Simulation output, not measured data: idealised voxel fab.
Name of the process module below: voxel double patterning
In the cross-section labelled cut, the width is 175 nm and each square cell is 5 nm.
The cross-sections in this document take the form of a grid made of square cells. They are written out as bands, in order from top to bottom. Each band consists of one or more rows of cells. Heights first: top, then bottom, in nm. Then materials, left to right, each with a width in nm. "full width" on a single material: fills the band edge to edge. "air": empty space. The level at which height equals 0 is the one under which the wafer, as it arrives, is entirely one material. No lower edge exists for the bottom band, which continues downward and is notated as in "top 0, no bottom". The two numbers in a width such as "30 to 40" mark its ends across the band: the first belongs to the top row of cells, the second to the bottom row, and from each row to the next the width moves by the same amount. Key: "stayed the same" - step with no changed cell in the cross-section. Sealed void listing: empty space of 8 cells or more with no open way to the top, each as width x height at its distance from the left edge, in nm. Where a step's line continues beyond its settings, the continuation is a remark by the simulator itself on that step. A step's line can hold "overlay nm"; with a mask on that step, the setting says how far right of the planned place the mask lay, while a negative setting says it lay to the left.
SO HERE'S THE LINEUP OF PROCESS STEPS WE PLANNED
1 RECEIVE | material Si
2 CONFORMAL_DEP | material SiN | thk nm 10
3 DIRECTIONAL_DEP | material SiO2 | thk nm 10
4 DIRECTIONAL_DEP | material SiCN | thk nm 10
5 MASKED_ETCH | tone open | mask id FIRST | width nm 15 | pitch nm 50 | etch materials SiCN | depth nm 10 | overlay nm 0
6 DIRECTIONAL_DEP | material aC | thk nm 15
7 PATTERN | tone open | mask id SECOND | material resist | width nm 15 | thk nm 35 | overlay nm 0
8 DIRECTIONAL_ETCH | etch materials aC | depth nm 15
9 STRIP | etch materials resist
10 DIRECTIONAL_ETCH | etch materials SiCN | depth nm 10
11 STRIP | etch materials aC
12 DIRECTIONAL_ETCH | etch materials SiO2 | depth nm 20
13 STRIP | etch materials SiCN
Among the wafers covered here, the point of difference is the thk nm at step 3; their starting state is shared, and the plan presents the value of the first wafer.
CROSS-SECTION OF THE FIRST OF SEVERAL WAFERS AS RECEIVED (AFTER STEP 1)
    top 0, no bottom: Si full width
    Sealed void listing: none
BELOW IS A PER-WAFER TABLE. IN IT, EACH ROW DESCRIBES THE WAFER AT THE END OF THE MODULE BY GIVING, FOR EACH MATERIAL, THE NUMBER OF CELLS GAINED (+) OR LOST (-) SINCE THE WAFER WAS RECEIVED, AND AFTER THAT THE CLOSED VOIDS OF THE WAFER
thk nm 10; +70 SiN; +52 SiO2; Sealed void listing: none
thk nm 15; +70 SiN; +78 SiO2; Sealed void listing: none
thk nm 20; +70 SiN; +104 SiO2; Sealed void listing: none
thk nm 25; +70 SiN; +139 SiO2; Sealed void listing: none
thk nm 30; +70 SiN; +174 SiO2; Sealed void listing: none
thk nm 35; +70 SiN; +209 SiO2; Sealed void listing: none
